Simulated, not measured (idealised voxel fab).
This is a process module. Its name is voxel self aligned vias.
The cross-section on display is named cut; it measures 175 nm wide, and its cells are 5 nm squares.
A cross-section is written here as square cells arranged in a grid, and it is given in bands from the top down, each band taking up one or more rows of cells. Top height, bottom height, nm. Materials left to right, width each, nm. Single material + "throughout" = fills band edge to edge. "air" = empty. Heights are expressed relative to 0, this being the level below which the as-received wafer comprises one material exclusively. The lowest band is unbounded in the downward direction and is denoted as in "z 0 and below". The width entry "30->40" should be interpreted row by row: the top row of cells in the band takes the first number, the bottom row takes the second number, and the change between adjacent rows is uniform throughout. Key: "no modification" - step with no changed cell in the cross-section. If an empty space has no open way to the top and is at least 8 cells in size, "Enclosed void entries" lists it, written width x height at distance, where distance is measured from the left edge and every value is in nm. On each step's line, the part that comes after the settings is the simulator's own comment on the step. Regarding "overlay nm": on a step with a mask, it is the distance the mask lay to the right of its planned place; a negative value places it to the left. Each pair below shows a cross-section before one step and the cross-section after it, down to the lowest band that changed. The line under each pair gives the step between them, with its settings. The pairs can come from different runs of this module on the same starting wafer, so a pair continues from the pair above only where its "Before the step" says so.

# Before the step
  z 55 to 40 = SiO2=35  air=45  SiO2=95
  z 40 to 30 = SiO2=40  air=30  SiO2=35  SiN=30  SiO2=40
  z 30 to 20 = SiO2=40  TiN=5  W=20  TiN=5  SiO2=35  TiN=5  W=20  TiN=5  SiO2=40
  z 20 to 15 = SiO2=40  TiN=30  SiO2=35  TiN=30  SiO2=40
  z 15 to 10 = SiCN throughout
  z 10 to 0 = SiO2 throughout
  z 0 and below = Si throughout
  Enclosed void entries: none

# Post-Step Cross-Section
  z 60 to 55 = TiN=40  air=35  TiN=100
  z 55 to 45 = SiO2=35  TiN=5  air=35  TiN=5  SiO2=95
  z 45 to 40 = SiO2=35  TiN=10  air=20  TiN=15  SiO2=95
  z 40 to 35 = SiO2=40  TiN=5  air=20  TiN=5  SiO2=35  SiN=30  SiO2=40
  z 35 to 30 = SiO2=40  TiN=30  SiO2=35  SiN=30  SiO2=40
  Nothing below the height 30 has changed.
  Enclosed void entries: none
Transition step, before and after shown above: CONFORMAL_DEP, material TiN, thk nm 5

Before the step: starting point is the after cross-section of the pair just above.

# Post-Step Cross-Section
  z 70 to 60 = Ru throughout
  z 60 to 55 = TiN=40  Ru=35  TiN=100
  z 55 to 45 = SiO2=35  TiN=5  Ru=35  TiN=5  SiO2=95
  z 45 to 40 = SiO2=35  TiN=10  Ru=20  TiN=15  SiO2=95
  z 40 to 35 = SiO2=40  TiN=5  Ru=20  TiN=5  SiO2=35  SiN=30  SiO2=40
  Nothing below the height 35 has changed.
  Enclosed void entries: none
Transition step, before and after shown above: FILL_DEP, material Ru, thk nm 10

Before the step: starting point is the after cross-section of the pair just above.

# Post-Step Cross-Section
  z 55 to 45 = SiO2=35  TiN=5  Ru=35  TiN=5  SiO2=95
  Nothing below the height 45 has changed.
  Enclosed void entries: none
Transition step, before and after shown above: CMP, height nm 55

Before the step: starting point is the after cross-section of the pair just above.

# Post-Step Cross-Section
  z 60 to 55 = SiN throughout
  Nothing below the height 55 has changed.
  Enclosed void entries: none
Transition step, before and after shown above: CONFORMAL_DEP, material SiN, thk nm 5

# Before the step
  z 40 to 15 = SiO2 throughout
  z 15 to 10 = SiCN throughout
  z 10 to 0 = SiO2 throughout
  z 0 and below = Si throughout
  Enclosed void entries: none

# Post-Step Cross-Section
  z 60 to 40 = resist=45  air=30  resist=35  air=30  resist=35
  Nothing below the height 40 has changed.
  Enclosed void entries: none
Transition step, before and after shown above: PATTERN, tone open, mask id LINES, material resist, width nm 30, pitch nm 65, thk nm 20, overlay nm 5

Before the step: starting point is the after cross-section of the pair just above.

# Post-Step Cross-Section
  z 60 to 40 = resist=45  air=30  resist=35  air=30  resist=35
  z 40 to 15 = SiO2=45  air=30  SiO2=35  air=30  SiO2=35
  Nothing below the height 15 has changed.
  Enclosed void entries: none
Transition step, before and after shown above: DIRECTIONAL_ETCH, etch materials SiO2, depth nm 25

Before the step: starting point is the after cross-section of the pair just above.

# Post-Step Cross-Section
  z 40 to 15 = SiO2=45  air=30  SiO2=35  air=30  SiO2=35
  Nothing below the height 15 has changed.
  Enclosed void entries: none
Transition step, before and after shown above: STRIP, etch materials resist

Before the step: starting point is the after cross-section of the pair just above.

# Post-Step Cross-Section
  z 45 to 40 = TiN=50  air=20  TiN=45  air=20  TiN=40
  z 40 to 20 = SiO2=45  TiN=5  air=20  TiN=5  SiO2=35  TiN=5  air=20  TiN=5  SiO2=35
  z 20 to 15 = SiO2=45  TiN=30  SiO2=35  TiN=30  SiO2=35
  Nothing below the height 15 has changed.
  Enclosed void entries: none
Transition step, before and after shown above: CONFORMAL_DEP, material TiN, thk nm 5

Before the step: starting point is the after cross-section of the pair just above.

# Post-Step Cross-Section
  z 55 to 45 = W throughout
  z 45 to 40 = TiN=50  W=20  TiN=45  W=20  TiN=40
  z 40 to 20 = SiO2=45  TiN=5  W=20  TiN=5  SiO2=35  TiN=5  W=20  TiN=5  SiO2=35
  Nothing below the height 20 has changed.
  Enclosed void entries: none
Transition step, before and after shown above: FILL_DEP, material W, thk nm 10

Before the step: starting point is the after cross-section of the pair just above.

# Post-Step Cross-Section
  z 40 to 20 = SiO2=45  TiN=5  W=20  TiN=5  SiO2=35  TiN=5  W=20  TiN=5  SiO2=35
  Nothing below the height 20 has changed.
  Enclosed void entries: none
Transition step, before and after shown above: CMP, height nm 40

Before the step: starting point is the after cross-section of the pair just above.

# Post-Step Cross-Section
  z 40 to 30 = SiO2=45  air=30  SiO2=35  air=30  SiO2=35
  Nothing below the height 30 has changed.
  Enclosed void entries: none
Transition step, before and after shown above: SELECTIVE_ETCH, etch materials W Ru TiN, depth nm 10

Before the step: starting point is the after cross-section of the pair just above.

# Post-Step Cross-Section
  z 50 to 40 = SiN throughout
  z 40 to 30 = SiO2=45  SiN=30  SiO2=35  SiN=30  SiO2=35
  Nothing below the height 30 has changed.
  Enclosed void entries: none
Transition step, before and after shown above: FILL_DEP, material SiN, thk nm 10

Before the step: starting point is the after cross-section of the pair just above.

# Post-Step Cross-Section
  z 40 to 30 = SiO2=45  SiN=30  SiO2=35  SiN=30  SiO2=35
  Nothing below the height 30 has changed.
  Enclosed void entries: none
Transition step, before and after shown above: CMP, height nm 40

Before the step: starting point is the after cross-section of the pair just above.

# Post-Step Cross-Section
  z 55 to 40 = SiO2 throughout
  Nothing below the height 40 has changed.
  Enclosed void entries: none
Transition step, before and after shown above: DIRECTIONAL_DEP, material SiO2, thk nm 15

Before the step: starting point is the after cross-section of the pair just above.

# Post-Step Cross-Section
  z 65 to 55 = aC throughout
  Nothing below the height 55 has changed.
  Enclosed void entries: none
Transition step, before and after shown above: DIRECTIONAL_DEP, material aC, thk nm 10

Before the step: starting point is the after cross-section of the pair just above.

# Post-Step Cross-Section
  z 90 to 65 = resist=30  air=50  resist=95
  Nothing below the height 65 has changed.
  Enclosed void entries: none
Transition step, before and after shown above: PATTERN, tone open, mask id VIAS, material resist, width nm 50, thk nm 25, overlay nm 0

Before the step: starting point is the after cross-section of the pair just above.

# Post-Step Cross-Section
  z 80 to 65 = resist=30  air=50  resist=95
  z 65 to 55 = aC=30  air=50  aC=95
  Nothing below the height 55 has changed.
  Enclosed void entries: none
Transition step, before and after shown above: DIRECTIONAL_ETCH, etch materials aC, depth nm 10

Before the step: starting point is the after cross-section of the pair just above.

# Post-Step Cross-Section
  z 65 to 55 = aC=30  air=50  aC=95
  Nothing below the height 55 has changed.
  Enclosed void entries: none
Transition step, before and after shown above: STRIP, etch materials resist

Before the step: starting point is the after cross-section of the pair just above.

# Post-Step Cross-Section
  z 65 to 55 = aC=30  air=50  aC=95
  z 55 to 40 = SiO2=30  air=50  SiO2=95
  Nothing below the height 40 has changed.
  Enclosed void entries: none
Transition step, before and after shown above: DIRECTIONAL_ETCH, etch materials SiO2, depth nm 15

Before the step: starting point is the after cross-section of the pair just above.

# Post-Step Cross-Section
  z 65 to 55 = aC=30  air=50  aC=95
  z 55 to 40 = SiO2=30  air=50  SiO2=95
  z 40 to 30 = SiO2=45  air=30  SiO2=35  SiN=30  SiO2=35
  Nothing below the height 30 has changed.
  Enclosed void entries: none
Transition step, before and after shown above: DIRECTIONAL_ETCH, etch materials SiN, depth nm 10

Before the step: starting point is the after cross-section of the pair just above.

# Post-Step Cross-Section
  z 55 to 40 = SiO2=30  air=50  SiO2=95
  Nothing below the height 40 has changed.
  Enclosed void entries: none
Transition step, before and after shown above: STRIP, etch materials aC

Before the step: starting point is the after cross-section of the pair just above.

# Post-Step Cross-Section
  z 60 to 55 = TiN=35  air=40  TiN=100
  z 55 to 45 = SiO2=30  TiN=5  air=40  TiN=5  SiO2=95
  z 45 to 40 = SiO2=30  TiN=20  air=20  TiN=10  SiO2=95
  z 40 to 35 = SiO2=45  TiN=5  air=20  TiN=5  SiO2=35  SiN=30  SiO2=35
  z 35 to 30 = SiO2=45  TiN=30  SiO2=35  SiN=30  SiO2=35
  Nothing below the height 30 has changed.
  Enclosed void entries: none
Transition step, before and after shown above: CONFORMAL_DEP, material TiN, thk nm 5

Before the step: starting point is the after cross-section of the pair just above.

# Post-Step Cross-Section
  z 70 to 60 = Ru throughout
  z 60 to 55 = TiN=35  Ru=40  TiN=100
  z 55 to 45 = SiO2=30  TiN=5  Ru=40  TiN=5  SiO2=95
  z 45 to 40 = SiO2=30  TiN=20  Ru=20  TiN=10  SiO2=95
  z 40 to 35 = SiO2=45  TiN=5  Ru=20  TiN=5  SiO2=35  SiN=30  SiO2=35
  Nothing below the height 35 has changed.
  Enclosed void entries: none
Transition step, before and after shown above: FILL_DEP, material Ru, thk nm 10

Before the step: starting point is the after cross-section of the pair just above.

# Post-Step Cross-Section
  z 55 to 45 = SiO2=30  TiN=5  Ru=40  TiN=5  SiO2=95
  Nothing below the height 45 has changed.
  Enclosed void entries: none
Transition step, before and after shown above: CMP, height nm 55

Before the step: starting point is the after cross-section of the pair just above.

# Post-Step Cross-Section
  z 60 to 55 = SiN throughout
  Nothing below the height 55 has changed.
  Enclosed void entries: none
Transition step, before and after shown above: CONFORMAL_DEP, material SiN, thk nm 5

# Before the step
  z 40 to 20 = SiO2=40  TiN=5  W=20  TiN=5  SiO2=35  TiN=5  W=20  TiN=5  SiO2=40
  z 20 to 15 = SiO2=40  TiN=30  SiO2=35  TiN=30  SiO2=40
  z 15 to 10 = SiCN throughout
  z 10 to 0 = SiO2 throughout
  z 0 and below = Si throughout
  Enclosed void entries: none

# Post-Step Cross-Section
  z 40 to 30 = air=40  TiN=5  W=20  TiN=5  air=35  TiN=5  W=20  TiN=5  air=40
  Nothing below the height 30 has changed.
  Enclosed void entries: none
Transition step, before and after shown above: SELECTIVE_ETCH, etch materials SiO2, depth nm 10

Before the step: starting point is the after cross-section of the pair just above.

# Post-Step Cross-Section
  z 50 to 40 = SiN throughout
  z 40 to 30 = SiN=40  TiN=5  W=20  TiN=5  SiN=35  TiN=5  W=20  TiN=5  SiN=40
  Nothing below the height 30 has changed.
  Enclosed void entries: none
Transition step, before and after shown above: FILL_DEP, material SiN, thk nm 10

Before the step: starting point is the after cross-section of the pair just above.

# Post-Step Cross-Section
  z 40 to 30 = SiN=40  TiN=5  W=20  TiN=5  SiN=35  TiN=5  W=20  TiN=5  SiN=40
  Nothing below the height 30 has changed.
  Enclosed void entries: none
Transition step, before and after shown above: CMP, height nm 40

Before the step: starting point is the after cross-section of the pair just above.

# Post-Step Cross-Section
  z 55 to 40 = SiO2 throughout
  Nothing below the height 40 has changed.
  Enclosed void entries: none
Transition step, before and after shown above: DIRECTIONAL_DEP, material SiO2, thk nm 15

Before the step: starting point is the after cross-section of the pair just above.

# Post-Step Cross-Section
  z 65 to 55 = aC throughout
  Nothing below the height 55 has changed.
  Enclosed void entries: none
Transition step, before and after shown above: DIRECTIONAL_DEP, material aC, thk nm 10

Before the step: starting point is the after cross-section of the pair just above.

# Post-Step Cross-Section
  z 90 to 65 = resist=30  air=50  resist=95
  Nothing below the height 65 has changed.
  Enclosed void entries: none
Transition step, before and after shown above: PATTERN, tone open, mask id VIAS, material resist, width nm 50, thk nm 25, overlay nm 0

Before the step: starting point is the after cross-section of the pair just above.

# Post-Step Cross-Section
  z 80 to 65 = resist=30  air=50  resist=95
  z 65 to 55 = aC=30  air=50  aC=95
  Nothing below the height 55 has changed.
  Enclosed void entries: none
Transition step, before and after shown above: DIRECTIONAL_ETCH, etch materials aC, depth nm 10

Before the step: starting point is the after cross-section of the pair just above.

# Post-Step Cross-Section
  z 65 to 55 = aC=30  air=50  aC=95
  Nothing below the height 55 has changed.
  Enclosed void entries: none
Transition step, before and after shown above: STRIP, etch materials resist

Before the step: starting point is the after cross-section of the pair just above.

# Post-Step Cross-Section
  z 65 to 55 = aC=30  air=50  aC=95
  z 55 to 40 = SiO2=30  air=50  SiO2=95
  Nothing below the height 40 has changed.
  Enclosed void entries: none
Transition step, before and after shown above: DIRECTIONAL_ETCH, etch materials SiO2, depth nm 15

Before the step: starting point is the after cross-section of the pair just above.

# Post-Step Cross-Section
  z 65 to 55 = aC=30  air=50  aC=95
  z 55 to 40 = SiO2=30  air=50  SiO2=95
  z 40 to 30 = SiN=30  air=10  TiN=5  W=20  TiN=5  air=10  SiN=25  TiN=5  W=20  TiN=5  SiN=40
  Nothing below the height 30 has changed.
  Enclosed void entries: none
Transition step, before and after shown above: DIRECTIONAL_ETCH, etch materials SiN, depth nm 10

Before the step: starting point is the after cross-section of the pair just above.

# Post-Step Cross-Section
  z 55 to 40 = SiO2=30  air=50  SiO2=95
  Nothing below the height 40 has changed.
  Enclosed void entries: none
Transition step, before and after shown above: STRIP, etch materials aC

Before the step: starting point is the after cross-section of the pair just above.

# Post-Step Cross-Section
  z 60 to 55 = TiN=35  air=40  TiN=100
  z 55 to 45 = SiO2=30  TiN=5  air=40  TiN=5  SiO2=95
  z 45 to 40 = SiO2=30  TiN=50  SiO2=95
  z 40 to 30 = SiN=30  TiN=15  W=20  TiN=15  SiN=25  TiN=5  W=20  TiN=5  SiN=40
  Nothing below the height 30 has changed.
  Enclosed void entries: none
Transition step, before and after shown above: CONFORMAL_DEP, material TiN, thk nm 5

Before the step: starting point is the after cross-section of the pair just above.

# Post-Step Cross-Section
  z 70 to 60 = Ru throughout
  z 60 to 55 = TiN=35  Ru=40  TiN=100
  z 55 to 45 = SiO2=30  TiN=5  Ru=40  TiN=5  SiO2=95
  Nothing below the height 45 has changed.
  Enclosed void entries: none
Transition step, before and after shown above: FILL_DEP, material Ru, thk nm 10

Before the step: starting point is the after cross-section of the pair just above.

# Post-Step Cross-Section
  z 55 to 45 = SiO2=30  TiN=5  Ru=40  TiN=5  SiO2=95
  Nothing below the height 45 has changed.
  Enclosed void entries: none
Transition step, before and after shown above: CMP, height nm 55

Before the step: starting point is the after cross-section of the pair just above.

# Post-Step Cross-Section
  z 60 to 55 = SiN throughout
  Nothing below the height 55 has changed.
  Enclosed void entries: none
Transition step, before and after shown above: CONFORMAL_DEP, material SiN, thk nm 5

# Before the step
  z 65 to 55 = aC throughout
  z 55 to 40 = SiO2 throughout
  z 40 to 30 = SiO2=40  SiN=30  SiO2=35  SiN=30  SiO2=40
  z 30 to 20 = SiO2=40  TiN=5  W=20  TiN=5  SiO2=35  TiN=5  W=20  TiN=5  SiO2=40
  z 20 to 15 = SiO2=40  TiN=30  SiO2=35  TiN=30  SiO2=40
  z 15 to 10 = SiCN throughout
  z 10 to 0 = SiO2 throughout
  z 0 and below = Si throughout
  Enclosed void entries: none

# Post-Step Cross-Section
  z 90 to 65 = air=30  resist=50  air=95
  Nothing below the height 65 has changed.
  Enclosed void entries: none
Transition step, before and after shown above: PATTERN, tone cover, mask id VIAS, material resist, width nm 50, thk nm 25, overlay nm 0

Before the step: starting point is the after cross-section of the pair just above.

# Post-Step Cross-Section
  z 80 to 65 = air=30  resist=50  air=95
  z 65 to 55 = air=30  aC=50  air=95
  Nothing below the height 55 has changed.
  Enclosed void entries: none
Transition step, before and after shown above: DIRECTIONAL_ETCH, etch materials aC, depth nm 10

Before the step: starting point is the after cross-section of the pair just above.

# Post-Step Cross-Section
  z 65 to 55 = air=30  aC=50  air=95
  Nothing below the height 55 has changed.
  Enclosed void entries: none
Transition step, before and after shown above: STRIP, etch materials resist

Before the step: starting point is the after cross-section of the pair just above.

# Post-Step Cross-Section
  z 65 to 55 = air=30  aC=50  air=95
  z 55 to 40 = air=30  SiO2=50  air=95
  Nothing below the height 40 has changed.
  Enclosed void entries: none
Transition step, before and after shown above: DIRECTIONAL_ETCH, etch materials SiO2, depth nm 15

Before the step: starting point is the after cross-section of the pair just above.

# Post-Step Cross-Section
  z 65 to 55 = air=30  aC=50  air=95
  z 55 to 40 = air=30  SiO2=50  air=95
  z 40 to 30 = SiO2=40  SiN=30  SiO2=35  air=30  SiO2=40
  Nothing below the height 30 has changed.
  Enclosed void entries: none
Transition step, before and after shown above: DIRECTIONAL_ETCH, etch materials SiN, depth nm 10

Before the step: starting point is the after cross-section of the pair just above.

# Post-Step Cross-Section
  z 55 to 40 = air=30  SiO2=50  air=95
  Nothing below the height 40 has changed.
  Enclosed void entries: none
Transition step, before and after shown above: STRIP, etch materials aC

Before the step: starting point is the after cross-section of the pair just above.

# Post-Step Cross-Section
  z 60 to 55 = air=25  TiN=60  air=90
  z 55 to 45 = air=25  TiN=5  SiO2=50  TiN=5  air=90
  z 45 to 40 = TiN=30  SiO2=50  TiN=30  air=20  TiN=45
  z 40 to 35 = SiO2=40  SiN=30  SiO2=35  TiN=5  air=20  TiN=5  SiO2=40
  z 35 to 30 = SiO2=40  SiN=30  SiO2=35  TiN=30  SiO2=40
  Nothing below the height 30 has changed.
  Enclosed void entries: none
Transition step, before and after shown above: CONFORMAL_DEP, material TiN, thk nm 5

Before the step: starting point is the after cross-section of the pair just above.

# Post-Step Cross-Section
  z 70 to 60 = Ru throughout
  z 60 to 55 = Ru=25  TiN=60  Ru=90
  z 55 to 45 = Ru=25  TiN=5  SiO2=50  TiN=5  Ru=90
  z 45 to 40 = TiN=30  SiO2=50  TiN=30  Ru=20  TiN=45
  z 40 to 35 = SiO2=40  SiN=30  SiO2=35  TiN=5  Ru=20  TiN=5  SiO2=40
  Nothing below the height 35 has changed.
  Enclosed void entries: none
Transition step, before and after shown above: FILL_DEP, material Ru, thk nm 10

Before the step: starting point is the after cross-section of the pair just above.

# Post-Step Cross-Section
  z 55 to 45 = Ru=25  TiN=5  SiO2=50  TiN=5  Ru=90
  Nothing below the height 45 has changed.
  Enclosed void entries: none
Transition step, before and after shown above: CMP, height nm 55

Before the step: starting point is the after cross-section of the pair just above.

# Post-Step Cross-Section
  z 60 to 55 = SiN throughout
  Nothing below the height 55 has changed.
  Enclosed void entries: none
Transition step, before and after shown above: CONFORMAL_DEP, material SiN, thk nm 5
